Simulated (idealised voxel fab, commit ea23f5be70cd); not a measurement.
You're looking at the process module voxel self aligned vias.
Cross-section cut: width 185 nm, square cells of 5 nm.
Cross-sections here: square-cell grids, written as top-down lists of bands, a band being one or more rows of cells.
In this notation a band is specified by the heights of its top and bottom, in that order and in nm, after which its materials appear from left to right, each paired with its width in nm. The word "everywhere" attached to a single material means that material fills the band from edge to edge; the word "blank" stands for empty space.
We count height from 0. Below that, the starting wafer is all one material. The lowest band never ends at the bottom but goes on down; see "0 -> down" for how that is written.
So if you see something like "30 to 40" for the width, read it as the top row of the band sitting at the first number and the bottom row at the second, with every row in between moving by the same amount as the last.
A step reported as "no alterations made" is a step in which no cell of the cross-section changed.
"Enclosed void catalog" enumerates empty spaces isolated from the top, with no open way to it, that contain at least 8 cells, giving each as width x height at distance from the left edge, all three in nm.
Text after the settings on a step's line: the simulator's own remark on that step.
overlay nm: mask right of planned place by this much (step with mask). Neg. = left.
-- These are the steps we planned for the process
1,RECEIVE: material Si
2,CONFORMAL_DEP: material SiO2, thk nm 15
3,CONFORMAL_DEP: material SiCN, thk nm 5
4,DIRECTIONAL_DEP: material SiO2, thk nm 20
5,DIRECTIONAL_DEP: material aC, thk nm 15
6,PATTERN: tone open, mask id LINES, material resist, width nm 20, pitch nm 70, thk nm 35, overlay nm 0
7,DIRECTIONAL_ETCH: etch materials aC, depth nm 15
8,STRIP: etch materials resist
9,DIRECTIONAL_ETCH: etch materials SiO2, depth nm 20
10,STRIP: etch materials aC
11,CONFORMAL_DEP: material TiN, thk nm 5
12,FILL_DEP: material W, thk nm 5
13,CMP: height nm 40
14,SELECTIVE_ETCH: etch materials W Ru TiN, depth nm 5
15,FILL_DEP: material SiN, thk nm 5
16,CMP: height nm 40
17,DIRECTIONAL_DEP: material SiO2, thk nm 20
18,DIRECTIONAL_DEP: material aC, thk nm 15
19,PATTERN: tone open, mask id VIAS, material resist, width nm 40, thk nm 30, overlay nm 0
20,DIRECTIONAL_ETCH: etch materials aC, depth nm 15
21,STRIP: etch materials resist
22,DIRECTIONAL_ETCH: etch materials SiO2, depth nm 20
23,DIRECTIONAL_ETCH: etch materials SiN, depth nm 5
24,STRIP: etch materials aC
25,CONFORMAL_DEP: material TiN, thk nm 5
26,FILL_DEP: material Cu, thk nm 5
27,CMP: height nm 60
28,CONFORMAL_DEP: material SiCN, thk nm 5
-- First of two wafers, processed according to plan
-- Cross-sectional view of the wafer in its as-received condition, corresponding to the state after step 1
> 0 -> down | Si everywhere
> Enclosed void catalog: none
-- Cross-section through the wafer, step 2 finished
> 15 -> 0 | SiO2 everywhere
> Lower than 0, everything is as it was.
-- Cross-section through the wafer, step 3 finished
> 20 -> 15 | SiCN everywhere
> Lower than 15, everything is as it was.
-- Cross-section through the wafer, step 4 finished
> 40 -> 20 | SiO2 everywhere
> Lower than 20, everything is as it was.
-- Cross-section through the wafer, step 5 finished
> 55 -> 40 | aC everywhere
> Lower than 40, everything is as it was.
-- Cross-section through the wafer, step 6 finished
> 90 -> 55 | resist 45 nm, then blank 20 nm, then resist 50 nm, then blank 20 nm, then resist 50 nm
> Lower than 55, everything is as it was.
-- Cross-section through the wafer, step 7 finished
> 75 -> 55 | resist 45 nm, then blank 20 nm, then resist 50 nm, then blank 20 nm, then resist 50 nm
> 55 -> 40 | aC 45 nm, then blank 20 nm, then aC 50 nm, then blank 20 nm, then aC 50 nm
> Lower than 40, everything is as it was.
-- Cross-section through the wafer, step 8 finished
> 55 -> 40 | aC 45 nm, then blank 20 nm, then aC 50 nm, then blank 20 nm, then aC 50 nm
> Lower than 40, everything is as it was.
-- Cross-section through the wafer, step 9 finished
> 55 -> 40 | aC 45 nm, then blank 20 nm, then aC 50 nm, then blank 20 nm, then aC 50 nm
> 40 -> 20 | SiO2 45 nm, then blank 20 nm, then SiO2 50 nm, then blank 20 nm, then SiO2 50 nm
> Lower than 20, everything is as it was.
-- Cross-section through the wafer, step 10 finished
> 40 -> 20 | SiO2 45 nm, then blank 20 nm, then SiO2 50 nm, then blank 20 nm, then SiO2 50 nm
> Lower than 20, everything is as it was.
-- Cross-section through the wafer, step 11 finished
> 45 -> 40 | TiN 50 nm, then blank 10 nm, then TiN 60 nm, then blank 10 nm, then TiN 55 nm
> 40 -> 25 | SiO2 45 nm, then TiN 5 nm, then blank 10 nm, then TiN 5 nm, then SiO2 50 nm, then TiN 5 nm, then blank 10 nm, then TiN 5 nm, then SiO2 50 nm
> 25 -> 20 | SiO2 45 nm, then TiN 20 nm, then SiO2 50 nm, then TiN 20 nm, then SiO2 50 nm
> Lower than 20, everything is as it was.
-- Cross-section through the wafer, step 12 finished
> 50 -> 45 | W everywhere
> 45 -> 40 | TiN 50 nm, then W 10 nm, then TiN 60 nm, then W 10 nm, then TiN 55 nm
> 40 -> 25 | SiO2 45 nm, then TiN 5 nm, then W 10 nm, then TiN 5 nm, then SiO2 50 nm, then TiN 5 nm, then W 10 nm, then TiN 5 nm, then SiO2 50 nm
> Lower than 25, everything is as it was.
-- Cross-section through the wafer, step 13 finished
> 40 -> 25 | SiO2 45 nm, then TiN 5 nm, then W 10 nm, then TiN 5 nm, then SiO2 50 nm, then TiN 5 nm, then W 10 nm, then TiN 5 nm, then SiO2 50 nm
> Lower than 25, everything is as it was.
-- Cross-section through the wafer, step 14 finished
> 40 -> 35 | SiO2 45 nm, then blank 20 nm, then SiO2 50 nm, then blank 20 nm, then SiO2 50 nm
> Lower than 35, everything is as it was.
-- Cross-section through the wafer, step 15 finished
> 45 -> 40 | SiN everywhere
> 40 -> 35 | SiO2 45 nm, then SiN 20 nm, then SiO2 50 nm, then SiN 20 nm, then SiO2 50 nm
> Lower than 35, everything is as it was.
-- Cross-section through the wafer, step 16 finished
> 40 -> 35 | SiO2 45 nm, then SiN 20 nm, then SiO2 50 nm, then SiN 20 nm, then SiO2 50 nm
> Lower than 35, everything is as it was.
-- Cross-section through the wafer, step 17 finished
> 60 -> 40 | SiO2 everywhere
> Lower than 40, everything is as it was.
-- Cross-section through the wafer, step 18 finished
> 75 -> 60 | aC everywhere
> Lower than 60, everything is as it was.
-- Cross-section through the wafer, step 19 finished
> 105 -> 75 | resist 35 nm, then blank 40 nm, then resist 110 nm
> Lower than 75, everything is as it was.
-- Cross-section through the wafer, step 20 finished
> 90 -> 75 | resist 35 nm, then blank 40 nm, then resist 110 nm
> 75 -> 60 | aC 35 nm, then blank 40 nm, then aC 110 nm
> Lower than 60, everything is as it was.
-- Cross-section through the wafer, step 21 finished
> 75 -> 60 | aC 35 nm, then blank 40 nm, then aC 110 nm
> Lower than 60, everything is as it was.
-- Cross-section through the wafer, step 22 finished
> 75 -> 60 | aC 35 nm, then blank 40 nm, then aC 110 nm
> 60 -> 40 | SiO2 35 nm, then blank 40 nm, then SiO2 110 nm
> Lower than 40, everything is as it was.
-- Cross-section through the wafer, step 23 finished
> 75 -> 60 | aC 35 nm, then blank 40 nm, then aC 110 nm
> 60 -> 40 | SiO2 35 nm, then blank 40 nm, then SiO2 110 nm
> 40 -> 35 | SiO2 45 nm, then blank 20 nm, then SiO2 50 nm, then SiN 20 nm, then SiO2 50 nm
> Lower than 35, everything is as it was.
-- Cross-section through the wafer, step 24 finished
> 60 -> 40 | SiO2 35 nm, then blank 40 nm, then SiO2 110 nm
> Lower than 40, everything is as it was.
-- Cross-section through the wafer, step 25 finished
> 65 -> 60 | TiN 40 nm, then blank 30 nm, then TiN 115 nm
> 60 -> 45 | SiO2 35 nm, then TiN 5 nm, then blank 30 nm, then TiN 5 nm, then SiO2 110 nm
> 45 -> 40 | SiO2 35 nm, then TiN 15 nm, then blank 10 nm, then TiN 15 nm, then SiO2 110 nm
> 40 -> 35 | SiO2 45 nm, then TiN 20 nm, then SiO2 50 nm, then SiN 20 nm, then SiO2 50 nm
> Lower than 35, everything is as it was.
-- Cross-section through the wafer, step 26 finished
> 70 -> 65 | Cu everywhere
> 65 -> 60 | TiN 40 nm, then Cu 30 nm, then TiN 115 nm
> 60 -> 45 | SiO2 35 nm, then TiN 5 nm, then Cu 30 nm, then TiN 5 nm, then SiO2 110 nm
> 45 -> 40 | SiO2 35 nm, then TiN 15 nm, then Cu 10 nm, then TiN 15 nm, then SiO2 110 nm
> Lower than 40, everything is as it was.
-- Cross-section through the wafer, step 27 finished
> 60 -> 45 | SiO2 35 nm, then TiN 5 nm, then Cu 30 nm, then TiN 5 nm, then SiO2 110 nm
> Lower than 45, everything is as it was.
-- Cross-section through the wafer, step 28 finished
> 65 -> 60 | SiCN everywhere
> Lower than 60, everything is as it was.
-- second wafer: like start, like plan, one mistake. Through step 1 it matches the first wafer
-- Look at the second wafer in cross-section at the time step 2 ought to have finished
> 30 -> 0 | SiO2 everywhere
> Lower than 0, everything is as it was.
-- Look at the second wafer in cross-section at the time step 3 ought to have finished
> 35 -> 30 | SiCN everywhere
> Lower than 30, everything is as it was.
-- Look at the second wafer in cross-section at the time step 4 ought to have finished
> 55 -> 35 | SiO2 everywhere
> Lower than 35, everything is as it was.
-- Look at the second wafer in cross-section at the time step 5 ought to have finished
> 70 -> 55 | aC everywhere
> Lower than 55, everything is as it was.
-- Look at the second wafer in cross-section at the time step 6 ought to have finished
> 105 -> 70 | resist 45 nm, then blank 20 nm, then resist 50 nm, then blank 20 nm, then resist 50 nm
> Lower than 70, everything is as it was.
-- Look at the second wafer in cross-section at the time step 7 ought to have finished
> 90 -> 70 | resist 45 nm, then blank 20 nm, then resist 50 nm, then blank 20 nm, then resist 50 nm
> 70 -> 55 | aC 45 nm, then blank 20 nm, then aC 50 nm, then blank 20 nm, then aC 50 nm
> Lower than 55, everything is as it was.
-- Look at the second wafer in cross-section at the time step 8 ought to have finished
> 70 -> 55 | aC 45 nm, then blank 20 nm, then aC 50 nm, then blank 20 nm, then aC 50 nm
> Lower than 55, everything is as it was.
-- Look at the second wafer in cross-section at the time step 9 ought to have finished
> 70 -> 55 | aC 45 nm, then blank 20 nm, then aC 50 nm, then blank 20 nm, then aC 50 nm
> 55 -> 35 | SiO2 45 nm, then blank 20 nm, then SiO2 50 nm, then blank 20 nm, then SiO2 50 nm
> Lower than 35, everything is as it was.
-- Look at the second wafer in cross-section at the time step 10 ought to have finished
> 55 -> 35 | SiO2 45 nm, then blank 20 nm, then SiO2 50 nm, then blank 20 nm, then SiO2 50 nm
> Lower than 35, everything is as it was.
-- Look at the second wafer in cross-section at the time step 11 ought to have finished
> 60 -> 55 | TiN 50 nm, then blank 10 nm, then TiN 60 nm, then blank 10 nm, then TiN 55 nm
> 55 -> 40 | SiO2 45 nm, then TiN 5 nm, then blank 10 nm, then TiN 5 nm, then SiO2 50 nm, then TiN 5 nm, then blank 10 nm, then TiN 5 nm, then SiO2 50 nm
> 40 -> 35 | SiO2 45 nm, then TiN 20 nm, then SiO2 50 nm, then TiN 20 nm, then SiO2 50 nm
> Lower than 35, everything is as it was.
-- Look at the second wafer in cross-section at the time step 12 ought to have finished
> 65 -> 60 | W everywhere
> 60 -> 55 | TiN 50 nm, then W 10 nm, then TiN 60 nm, then W 10 nm, then TiN 55 nm
> 55 -> 40 | SiO2 45 nm, then TiN 5 nm, then W 10 nm, then TiN 5 nm, then SiO2 50 nm, then TiN 5 nm, then W 10 nm, then TiN 5 nm, then SiO2 50 nm
> Lower than 40, everything is as it was.
-- Look at the second wafer in cross-section at the time step 13 ought to have finished
> 40 -> 35 | SiO2 45 nm, then TiN 20 nm, then SiO2 50 nm, then TiN 20 nm, then SiO2 50 nm
> Lower than 35, everything is as it was.
-- Look at the second wafer in cross-section at the time step 14 ought to have finished
> 40 -> 35 | SiO2 45 nm, then blank 20 nm, then SiO2 50 nm, then blank 20 nm, then SiO2 50 nm
> Lower than 35, everything is as it was.
-- Look at the second wafer in cross-section at the time step 15 ought to have finished
> 45 -> 40 | SiN everywhere
> 40 -> 35 | SiO2 45 nm, then SiN 20 nm, then SiO2 50 nm, then SiN 20 nm, then SiO2 50 nm
> Lower than 35, everything is as it was.
-- Look at the second wafer in cross-section at the time step 16 ought to have finished
> 40 -> 35 | SiO2 45 nm, then SiN 20 nm, then SiO2 50 nm, then SiN 20 nm, then SiO2 50 nm
> Lower than 35, everything is as it was.
-- Look at the second wafer in cross-section at the time step 17 ought to have finished
> 60 -> 40 | SiO2 everywhere
> Lower than 40, everything is as it was.
-- Look at the second wafer in cross-section at the time step 18 ought to have finished
> 75 -> 60 | aC everywhere
> Lower than 60, everything is as it was.
-- Look at the second wafer in cross-section at the time step 19 ought to have finished
> 105 -> 75 | resist 35 nm, then blank 40 nm, then resist 110 nm
> Lower than 75, everything is as it was.
-- Look at the second wafer in cross-section at the time step 20 ought to have finished
> 90 -> 75 | resist 35 nm, then blank 40 nm, then resist 110 nm
> 75 -> 60 | aC 35 nm, then blank 40 nm, then aC 110 nm
> Lower than 60, everything is as it was.
-- Look at the second wafer in cross-section at the time step 21 ought to have finished
> 75 -> 60 | aC 35 nm, then blank 40 nm, then aC 110 nm
> Lower than 60, everything is as it was.
-- Look at the second wafer in cross-section at the time step 22 ought to have finished
> 75 -> 60 | aC 35 nm, then blank 40 nm, then aC 110 nm
> 60 -> 40 | SiO2 35 nm, then blank 40 nm, then SiO2 110 nm
> Lower than 40, everything is as it was.
-- Look at the second wafer in cross-section at the time step 23 ought to have finished
> 75 -> 60 | aC 35 nm, then blank 40 nm, then aC 110 nm
> 60 -> 40 | SiO2 35 nm, then blank 40 nm, then SiO2 110 nm
> 40 -> 35 | SiO2 45 nm, then blank 20 nm, then SiO2 50 nm, then SiN 20 nm, then SiO2 50 nm
> Lower than 35, everything is as it was.
-- Look at the second wafer in cross-section at the time step 24 ought to have finished
> 60 -> 40 | SiO2 35 nm, then blank 40 nm, then SiO2 110 nm
> Lower than 40, everything is as it was.
-- Look at the second wafer in cross-section at the time step 25 ought to have finished
> 65 -> 60 | TiN 40 nm, then blank 30 nm, then TiN 115 nm
> 60 -> 45 | SiO2 35 nm, then TiN 5 nm, then blank 30 nm, then TiN 5 nm, then SiO2 110 nm
> 45 -> 40 | SiO2 35 nm, then TiN 15 nm, then blank 10 nm, then TiN 15 nm, then SiO2 110 nm
> 40 -> 35 | SiO2 45 nm, then TiN 20 nm, then SiO2 50 nm, then SiN 20 nm, then SiO2 50 nm
> Lower than 35, everything is as it was.
-- Look at the second wafer in cross-section at the time step 26 ought to have finished
> 70 -> 65 | Cu everywhere
> 65 -> 60 | TiN 40 nm, then Cu 30 nm, then TiN 115 nm
> 60 -> 45 | SiO2 35 nm, then TiN 5 nm, then Cu 30 nm, then TiN 5 nm, then SiO2 110 nm
> 45 -> 40 | SiO2 35 nm, then TiN 15 nm, then Cu 10 nm, then TiN 15 nm, then SiO2 110 nm
> Lower than 40, everything is as it was.
-- Look at the second wafer in cross-section at the time step 27 ought to have finished
> 60 -> 45 | SiO2 35 nm, then TiN 5 nm, then Cu 30 nm, then TiN 5 nm, then SiO2 110 nm
> Lower than 45, everything is as it was.
-- Look at the second wafer in cross-section at the time step 28 ought to have finished
> 65 -> 60 | SiCN everywhere
> Lower than 60, everything is as it was.
The plan and the run diverged here: it should be noted that step 2 of the plan was executed twice
Final comparison by cell count, materials where the second wafer has more or fewer than the first: 24 more of SiO2, 16 fewer of TiN, 8 fewer of W
